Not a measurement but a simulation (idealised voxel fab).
Name of the process module below: voxel tone inversion
Each square cell in cross-section cut measures 5 nm, and the section as a whole is 240 nm wide.
Cross-sections here: square-cell grids, written as top-down lists of bands, a band being one or more rows of cells. Band entry format. Leading values: height of top, height of bottom, nm. Remainder: materials in left-to-right order, each with its width in nm. Special words: "everywhere" on a single material, which then fills the band edge to edge; "blank", empty space. Heights from 0 (as-received wafer is one material below). Bottom band endless downward, as "0..down". Width "30..40": first value at the band's top row of cells, second value at its bottom row, equal change from row to row. Key: "nothing got changed" - step with no changed cell in the cross-section. Empty spaces without an open route to the top, at least 8 cells in extent, make up the entry "Enclosed void catalog"; each is given as width x height at distance, where the distance is measured from the left edge, and all are in nm. What comes after the settings on a step's line is commentary from the simulator itself on that step. "overlay nm" on a masked step: distance the mask lay right of its planned place, negative for left.
-- Intended process steps
1. op RECEIVE | material Si
2. op CONFORMAL_DEP | material SiN | thk nm 5
3. op DIRECTIONAL_DEP | material polySi | thk nm 20
4. op PATTERN | tone cover | mask id POSTS | material resist | width nm 15 | pitch nm 45 | thk nm 25 | overlay nm 0
5. op DIRECTIONAL_ETCH | etch materials polySi | depth nm 20
6. op STRIP | etch materials resist
7. op FILL_DEP | material lowk | thk nm 10
8. op CMP | height nm 25
9. op STRIP | etch materials polySi
10. op CONFORMAL_DEP | material TiN | thk nm 5
11. op FILL_DEP | material Cu | thk nm 10
12. op CMP | height nm 25
13. op CONFORMAL_DEP | material SiCN | thk nm 5
-- The first wafer of two, processed as planned
-- Wafer at receipt (post step 1), cross-section
0..down: Si everywhere
Enclosed void catalog: none
-- Sectional view: wafer, after step 2
5..0: SiN everywhere
Lower than 0, everything is as it was.
-- Sectional view: wafer, after step 3
25..5: polySi everywhere
Lower than 5, everything is as it was.
-- Sectional view: wafer, after step 4
50..25: blank (45), then resist (15), then blank (30), then resist (15), then blank (30), then resist (15), then blank (30), then resist (15), then blank (45)
Lower than 25, everything is as it was.
-- Sectional view: wafer, after step 5
50..25: blank (45), then resist (15), then blank (30), then resist (15), then blank (30), then resist (15), then blank (30), then resist (15), then blank (45)
25..5: blank (45), then polySi (15), then blank (30), then polySi (15), then blank (30), then polySi (15), then blank (30), then polySi (15), then blank (45)
Lower than 5, everything is as it was.
-- Sectional view: wafer, after step 6
25..5: blank (45), then polySi (15), then blank (30), then polySi (15), then blank (30), then polySi (15), then blank (30), then polySi (15), then blank (45)
Lower than 5, everything is as it was.
-- Sectional view: wafer, after step 7
35..25: lowk everywhere
25..5: lowk (45), then polySi (15), then lowk (30), then polySi (15), then lowk (30), then polySi (15), then lowk (30), then polySi (15), then lowk (45)
Lower than 5, everything is as it was.
-- Sectional view: wafer, after step 8
25..5: lowk (45), then polySi (15), then lowk (30), then polySi (15), then lowk (30), then polySi (15), then lowk (30), then polySi (15), then lowk (45)
Lower than 5, everything is as it was.
-- Sectional view: wafer, after step 9
25..5: lowk (45), then blank (15), then lowk (30), then blank (15), then lowk (30), then blank (15), then lowk (30), then blank (15), then lowk (45)
Lower than 5, everything is as it was.
-- Sectional view: wafer, after step 10
30..25: TiN (50), then blank (5), then TiN (40), then blank (5), then TiN (40), then blank (5), then TiN (40), then blank (5), then TiN (50)
25..10: lowk (45), then TiN (5), then blank (5), then TiN (5), then lowk (30), then TiN (5), then blank (5), then TiN (5), then lowk (30), then TiN (5), then blank (5), then TiN (5), then lowk (30), then TiN (5), then blank (5), then TiN (5), then lowk (45)
10..5: lowk (45), then TiN (15), then lowk (30), then TiN (15), then lowk (30), then TiN (15), then lowk (30), then TiN (15), then lowk (45)
Lower than 5, everything is as it was.
-- Sectional view: wafer, after step 11
40..30: Cu everywhere
30..25: TiN (50), then Cu (5), then TiN (40), then Cu (5), then TiN (40), then Cu (5), then TiN (40), then Cu (5), then TiN (50)
25..10: lowk (45), then TiN (5), then Cu (5), then TiN (5), then lowk (30), then TiN (5), then Cu (5), then TiN (5), then lowk (30), then TiN (5), then Cu (5), then TiN (5), then lowk (30), then TiN (5), then Cu (5), then TiN (5), then lowk (45)
Lower than 10, everything is as it was.
-- Sectional view: wafer, after step 12
25..10: lowk (45), then TiN (5), then Cu (5), then TiN (5), then lowk (30), then TiN (5), then Cu (5), then TiN (5), then lowk (30), then TiN (5), then Cu (5), then TiN (5), then lowk (30), then TiN (5), then Cu (5), then TiN (5), then lowk (45)
Lower than 10, everything is as it was.
-- Sectional view: wafer, after step 13
30..25: SiCN everywhere
Lower than 25, everything is as it was.
-- Now the other wafer: same start, same recipe, but we messed up one thing when running it. Up to and including step 3 it's the same as the first one
-- Cross-section of the second wafer when, according to plan, step 4 should have finished
50..25: blank (40), then resist (25), then blank (20), then resist (25), then blank (20), then resist (25), then blank (20), then resist (25), then blank (40)
Lower than 25, everything is as it was.
-- Cross-section of the second wafer when, according to plan, step 5 should have finished
50..25: blank (40), then resist (25), then blank (20), then resist (25), then blank (20), then resist (25), then blank (20), then resist (25), then blank (40)
25..5: blank (40), then polySi (25), then blank (20), then polySi (25), then blank (20), then polySi (25), then blank (20), then polySi (25), then blank (40)
Lower than 5, everything is as it was.
-- Cross-section of the second wafer when, according to plan, step 6 should have finished
25..5: blank (40), then polySi (25), then blank (20), then polySi (25), then blank (20), then polySi (25), then blank (20), then polySi (25), then blank (40)
Lower than 5, everything is as it was.
-- Cross-section of the second wafer when, according to plan, step 7 should have finished
35..25: lowk everywhere
25..5: lowk (40), then polySi (25), then lowk (20), then polySi (25), then lowk (20), then polySi (25), then lowk (20), then polySi (25), then lowk (40)
Lower than 5, everything is as it was.
-- Cross-section of the second wafer when, according to plan, step 8 should have finished
25..5: lowk (40), then polySi (25), then lowk (20), then polySi (25), then lowk (20), then polySi (25), then lowk (20), then polySi (25), then lowk (40)
Lower than 5, everything is as it was.
-- Cross-section of the second wafer when, according to plan, step 9 should have finished
25..5: lowk (40), then blank (25), then lowk (20), then blank (25), then lowk (20), then blank (25), then lowk (20), then blank (25), then lowk (40)
Lower than 5, everything is as it was.
-- Cross-section of the second wafer when, according to plan, step 10 should have finished
30..25: TiN (45), then blank (15), then TiN (30), then blank (15), then TiN (30), then blank (15), then TiN (30), then blank (15), then TiN (45)
25..10: lowk (40), then TiN (5), then blank (15), then TiN (5), then lowk (20), then TiN (5), then blank (15), then TiN (5), then lowk (20), then TiN (5), then blank (15), then TiN (5), then lowk (20), then TiN (5), then blank (15), then TiN (5), then lowk (40)
10..5: lowk (40), then TiN (25), then lowk (20), then TiN (25), then lowk (20), then TiN (25), then lowk (20), then TiN (25), then lowk (40)
Lower than 5, everything is as it was.
-- Cross-section of the second wafer when, according to plan, step 11 should have finished
40..30: Cu everywhere
30..25: TiN (45), then Cu (15), then TiN (30), then Cu (15), then TiN (30), then Cu (15), then TiN (30), then Cu (15), then TiN (45)
25..10: lowk (40), then TiN (5), then Cu (15), then TiN (5), then lowk (20), then TiN (5), then Cu (15), then TiN (5), then lowk (20), then TiN (5), then Cu (15), then TiN (5), then lowk (20), then TiN (5), then Cu (15), then TiN (5), then lowk (40)
Lower than 10, everything is as it was.
-- Cross-section of the second wafer when, according to plan, step 12 should have finished
25..10: lowk (40), then TiN (5), then Cu (15), then TiN (5), then lowk (20), then TiN (5), then Cu (15), then TiN (5), then lowk (20), then TiN (5), then Cu (15), then TiN (5), then lowk (20), then TiN (5), then Cu (15), then TiN (5), then lowk (40)
Lower than 10, everything is as it was.
-- Cross-section of the second wafer when, according to plan, step 13 should have finished
30..25: SiCN everywhere
Lower than 25, everything is as it was.
Short version of what went wrong: step 4 changed vs plan, executed as op PATTERN | tone cover | mask id POSTS | material resist | width nm 25 | pitch nm 45 | thk nm 25 | overlay nm 0
At the finish, the second wafer shows more or fewer cells for some materials than the first does: 24 more of Cu, 8 more of TiN, 32 fewer of lowk
